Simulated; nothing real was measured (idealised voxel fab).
Process module in this document: voxel wiring stack
Displayed cross-section: cut, width of 285 nm, square cells sized 5 nm.
Throughout this document, each cross-section is represented as a grid of square cells and is presented as a sequence of bands enumerated from the top downward, where a band comprises one or more rows of cells.
A band entry consists of two parts. The first gives the height of the band's top and the height of its bottom, in nm. The rest lists the band's materials from left to right, each with its width in nm. A single material labelled with the word "throughout" fills the band from edge to edge, and the word "blank" marks empty space.
Counting heights begins at 0, where everything beneath is, in the wafer as received, one material. The lowest band has no bottom; it goes on downwards, as "z 0 and below" shows.
Graded width ("30 to 40"): value in top row of band = first number; value in bottom row = second number; row-to-row change constant.
"no modifications" -> step changed no cross-section cell.
Listed in "Enclosed void listing": every empty space of 8 or more cells without an open way to the top. Form: width x height at distance, the distance being from the left edge, all in nm.
Post-settings text on a step line: simulator's own remark regarding the step.
The "overlay nm" setting may appear on a step's line; for a step that uses a mask, it gives how far to the right of its planned position the mask lay, and a negative value indicates the left.
-- List of planned process steps
step 1: RECEIVE: material Si
step 2: CONFORMAL_DEP: material SiO2, thk nm 15
step 3: CONFORMAL_DEP: material SiCN, thk nm 5
step 4: DIRECTIONAL_DEP: material SiO2, thk nm 25
step 5: PATTERN: tone open, mask id METAL_1, material resist, width nm 25, pitch nm 45, thk nm 20, overlay nm 0
step 6: DIRECTIONAL_ETCH: etch materials SiO2, depth nm 25
step 7: DIRECTIONAL_ETCH: etch materials SiCN, depth nm 5
step 8: STRIP: etch materials resist
step 9: CONFORMAL_DEP: material TiN, thk nm 5
step 10: FILL_DEP: material Cu, thk nm 10
step 11: CMP: height nm 45
step 12: CONFORMAL_DEP: material SiCN, thk nm 5
step 13: DIRECTIONAL_DEP: material lowk, thk nm 35
step 14: PATTERN: tone open, mask id METAL_2, material resist, width nm 25, pitch nm 45, thk nm 15, overlay nm 0
step 15: DIRECTIONAL_ETCH: etch materials lowk, depth nm 20
step 16: STRIP: etch materials resist
step 17: MASKED_ETCH: tone open, mask id METAL_2_HOLES, width nm 15, etch materials lowk, depth nm 15, overlay nm 0
step 18: MASKED_ETCH: tone open, mask id METAL_2_HOLES, width nm 15, etch materials SiCN, depth nm 5, overlay nm 0
step 19: CONFORMAL_DEP: material TiN, thk nm 5
step 20: FILL_DEP: material Ru, thk nm 10
step 21: CMP: height nm 85
step 22: CONFORMAL_DEP: material SiN, thk nm 5
-- First wafer out of two, processed as planned
-- Cross-section of the incoming wafer, state after step 1
    z 0 and below | Si throughout
    Enclosed void listing: none
-- The wafer, seen in cross-section, after step 2
    z 15 to 0 | SiO2 throughout
    Under the height 0 nothing was changed.
-- The wafer, seen in cross-section, after step 3
    z 20 to 15 | SiCN throughout
    Under the height 15 nothing was changed.
-- The wafer, seen in cross-section, after step 4
    z 45 to 20 | SiO2 throughout
    Under the height 20 nothing was changed.
-- The wafer, seen in cross-section, after step 5
    z 65 to 45 | resist=105 / blank=25 / resist=20 / blank=25 / resist=110
    Under the height 45 nothing was changed.
-- The wafer, seen in cross-section, after step 6
    z 65 to 45 | resist=105 / blank=25 / resist=20 / blank=25 / resist=110
    z 45 to 20 | SiO2=105 / blank=25 / SiO2=20 / blank=25 / SiO2=110
    Under the height 20 nothing was changed.
-- The wafer, seen in cross-section, after step 7
    z 65 to 45 | resist=105 / blank=25 / resist=20 / blank=25 / resist=110
    z 45 to 20 | SiO2=105 / blank=25 / SiO2=20 / blank=25 / SiO2=110
    z 20 to 15 | SiCN=105 / blank=25 / SiCN=20 / blank=25 / SiCN=110
    Under the height 15 nothing was changed.
-- The wafer, seen in cross-section, after step 8
    z 45 to 20 | SiO2=105 / blank=25 / SiO2=20 / blank=25 / SiO2=110
    Under the height 20 nothing was changed.
-- The wafer, seen in cross-section, after step 9
    z 50 to 45 | TiN=110 / blank=15 / TiN=30 / blank=15 / TiN=115
    z 45 to 20 | SiO2=105 / TiN=5 / blank=15 / TiN=5 / SiO2=20 / TiN=5 / blank=15 / TiN=5 / SiO2=110
    z 20 to 15 | SiCN=105 / TiN=25 / SiCN=20 / TiN=25 / SiCN=110
    Under the height 15 nothing was changed.
-- The wafer, seen in cross-section, after step 10
    z 60 to 50 | Cu throughout
    z 50 to 45 | TiN=110 / Cu=15 / TiN=30 / Cu=15 / TiN=115
    z 45 to 20 | SiO2=105 / TiN=5 / Cu=15 / TiN=5 / SiO2=20 / TiN=5 / Cu=15 / TiN=5 / SiO2=110
    Under the height 20 nothing was changed.
-- The wafer, seen in cross-section, after step 11
    z 45 to 20 | SiO2=105 / TiN=5 / Cu=15 / TiN=5 / SiO2=20 / TiN=5 / Cu=15 / TiN=5 / SiO2=110
    Under the height 20 nothing was changed.
-- The wafer, seen in cross-section, after step 12
    z 50 to 45 | SiCN throughout
    Under the height 45 nothing was changed.
-- The wafer, seen in cross-section, after step 13
    z 85 to 50 | lowk throughout
    Under the height 50 nothing was changed.
-- The wafer, seen in cross-section, after step 14
    z 100 to 85 | resist=105 / blank=25 / resist=20 / blank=25 / resist=110
    Under the height 85 nothing was changed.
-- The wafer, seen in cross-section, after step 15
    z 100 to 85 | resist=105 / blank=25 / resist=20 / blank=25 / resist=110
    z 85 to 65 | lowk=105 / blank=25 / lowk=20 / blank=25 / lowk=110
    Under the height 65 nothing was changed.
-- The wafer, seen in cross-section, after step 16
    z 85 to 65 | lowk=105 / blank=25 / lowk=20 / blank=25 / lowk=110
    Under the height 65 nothing was changed.
-- The wafer, seen in cross-section, after step 17
    z 85 to 65 | lowk=105 / blank=25 / lowk=20 / blank=25 / lowk=110
    z 65 to 50 | lowk=105 / blank=15 / lowk=165
    Under the height 50 nothing was changed.
-- The wafer, seen in cross-section, after step 18
    z 85 to 65 | lowk=105 / blank=25 / lowk=20 / blank=25 / lowk=110
    z 65 to 50 | lowk=105 / blank=15 / lowk=165
    z 50 to 45 | SiCN=105 / blank=15 / SiCN=165
    Under the height 45 nothing was changed.
-- The wafer, seen in cross-section, after step 19
    z 90 to 85 | TiN=110 / blank=15 / TiN=30 / blank=15 / TiN=115
    z 85 to 70 | lowk=105 / TiN=5 / blank=15 / TiN=5 / lowk=20 / TiN=5 / blank=15 / TiN=5 / lowk=110
    z 70 to 65 | lowk=105 / TiN=5 / blank=5 / TiN=15 / lowk=20 / TiN=25 / lowk=110
    z 65 to 50 | lowk=105 / TiN=5 / blank=5 / TiN=5 / lowk=165
    z 50 to 45 | SiCN=105 / TiN=15 / SiCN=165
    Under the height 45 nothing was changed.
-- The wafer, seen in cross-section, after step 20
    z 100 to 90 | Ru throughout
    z 90 to 85 | TiN=110 / Ru=15 / TiN=30 / Ru=15 / TiN=115
    z 85 to 70 | lowk=105 / TiN=5 / Ru=15 / TiN=5 / lowk=20 / TiN=5 / Ru=15 / TiN=5 / lowk=110
    z 70 to 65 | lowk=105 / TiN=5 / Ru=5 / TiN=15 / lowk=20 / TiN=25 / lowk=110
    z 65 to 50 | lowk=105 / TiN=5 / Ru=5 / TiN=5 / lowk=165
    Under the height 50 nothing was changed.
-- The wafer, seen in cross-section, after step 21
    z 85 to 70 | lowk=105 / TiN=5 / Ru=15 / TiN=5 / lowk=20 / TiN=5 / Ru=15 / TiN=5 / lowk=110
    Under the height 70 nothing was changed.
-- The wafer, seen in cross-section, after step 22
    z 90 to 85 | SiN throughout
    Under the height 85 nothing was changed.
-- The remaining wafer, second of the two, started like the first and was run to the same plan, except that one mistake was made along the way; the two coincide through step 1, inclusive
when step 2 should have ended: no modifications
-- when step 3 should have ended
    z 5 to 0 | SiCN throughout
    Under the height 0 nothing was changed.
-- when step 4 should have ended
    z 30 to 5 | SiO2 throughout
    Under the height 5 nothing was changed.
-- when step 5 should have ended
    z 50 to 30 | resist=105 / blank=25 / resist=20 / blank=25 / resist=110
    Under the height 30 nothing was changed.
-- when step 6 should have ended
    z 50 to 30 | resist=105 / blank=25 / resist=20 / blank=25 / resist=110
    z 30 to 5 | SiO2=105 / blank=25 / SiO2=20 / blank=25 / SiO2=110
    Under the height 5 nothing was changed.
-- when step 7 should have ended
    z 50 to 30 | resist=105 / blank=25 / resist=20 / blank=25 / resist=110
    z 30 to 5 | SiO2=105 / blank=25 / SiO2=20 / blank=25 / SiO2=110
    z 5 to 0 | SiCN=105 / blank=25 / SiCN=20 / blank=25 / SiCN=110
    Under the height 0 nothing was changed.
-- when step 8 should have ended
    z 30 to 5 | SiO2=105 / blank=25 / SiO2=20 / blank=25 / SiO2=110
    Under the height 5 nothing was changed.
-- when step 9 should have ended
    z 35 to 30 | TiN=110 / blank=15 / TiN=30 / blank=15 / TiN=115
    z 30 to 5 | SiO2=105 / TiN=5 / blank=15 / TiN=5 / SiO2=20 / TiN=5 / blank=15 / TiN=5 / SiO2=110
    z 5 to 0 | SiCN=105 / TiN=25 / SiCN=20 / TiN=25 / SiCN=110
    Under the height 0 nothing was changed.
-- when step 10 should have ended
    z 45 to 35 | Cu throughout
    z 35 to 30 | TiN=110 / Cu=15 / TiN=30 / Cu=15 / TiN=115
    z 30 to 5 | SiO2=105 / TiN=5 / Cu=15 / TiN=5 / SiO2=20 / TiN=5 / Cu=15 / TiN=5 / SiO2=110
    Under the height 5 nothing was changed.
when step 11 should have ended: no modifications
-- when step 12 should have ended
    z 50 to 45 | SiCN throughout
    Under the height 45 nothing was changed.
-- when step 13 should have ended
    z 85 to 50 | lowk throughout
    Under the height 50 nothing was changed.
-- when step 14 should have ended
    z 100 to 85 | resist=105 / blank=25 / resist=20 / blank=25 / resist=110
    Under the height 85 nothing was changed.
-- when step 15 should have ended
    z 100 to 85 | resist=105 / blank=25 / resist=20 / blank=25 / resist=110
    z 85 to 65 | lowk=105 / blank=25 / lowk=20 / blank=25 / lowk=110
    Under the height 65 nothing was changed.
-- when step 16 should have ended
    z 85 to 65 | lowk=105 / blank=25 / lowk=20 / blank=25 / lowk=110
    Under the height 65 nothing was changed.
-- when step 17 should have ended
    z 85 to 65 | lowk=105 / blank=25 / lowk=20 / blank=25 / lowk=110
    z 65 to 50 | lowk=105 / blank=15 / lowk=165
    Under the height 50 nothing was changed.
-- when step 18 should have ended
    z 85 to 65 | lowk=105 / blank=25 / lowk=20 / blank=25 / lowk=110
    z 65 to 50 | lowk=105 / blank=15 / lowk=165
    z 50 to 45 | SiCN=105 / blank=15 / SiCN=165
    Under the height 45 nothing was changed.
-- when step 19 should have ended
    z 90 to 85 | TiN=110 / blank=15 / TiN=30 / blank=15 / TiN=115
    z 85 to 70 | lowk=105 / TiN=5 / blank=15 / TiN=5 / lowk=20 / TiN=5 / blank=15 / TiN=5 / lowk=110
    z 70 to 65 | lowk=105 / TiN=5 / blank=5 / TiN=15 / lowk=20 / TiN=25 / lowk=110
    z 65 to 50 | lowk=105 / TiN=5 / blank=5 / TiN=5 / lowk=165
    z 50 to 45 | SiCN=105 / TiN=15 / SiCN=165
    Under the height 45 nothing was changed.
-- when step 20 should have ended
    z 100 to 90 | Ru throughout
    z 90 to 85 | TiN=110 / Ru=15 / TiN=30 / Ru=15 / TiN=115
    z 85 to 70 | lowk=105 / TiN=5 / Ru=15 / TiN=5 / lowk=20 / TiN=5 / Ru=15 / TiN=5 / lowk=110
    z 70 to 65 | lowk=105 / TiN=5 / Ru=5 / TiN=15 / lowk=20 / TiN=25 / lowk=110
    z 65 to 50 | lowk=105 / TiN=5 / Ru=5 / TiN=5 / lowk=165
    Under the height 50 nothing was changed.
-- when step 21 should have ended
    z 85 to 70 | lowk=105 / TiN=5 / Ru=15 / TiN=5 / lowk=20 / TiN=5 / Ru=15 / TiN=5 / lowk=110
    Under the height 70 nothing was changed.
-- when step 22 should have ended
    z 90 to 85 | SiN throughout
    Under the height 85 nothing was changed.
Want to know what went wrong? step 2 of the plan got skipped, so it never ran
Cell-count delta at end, second wafer over first, by material: Cu: 120 more; SiO2: 171 fewer; TiN: 51 more
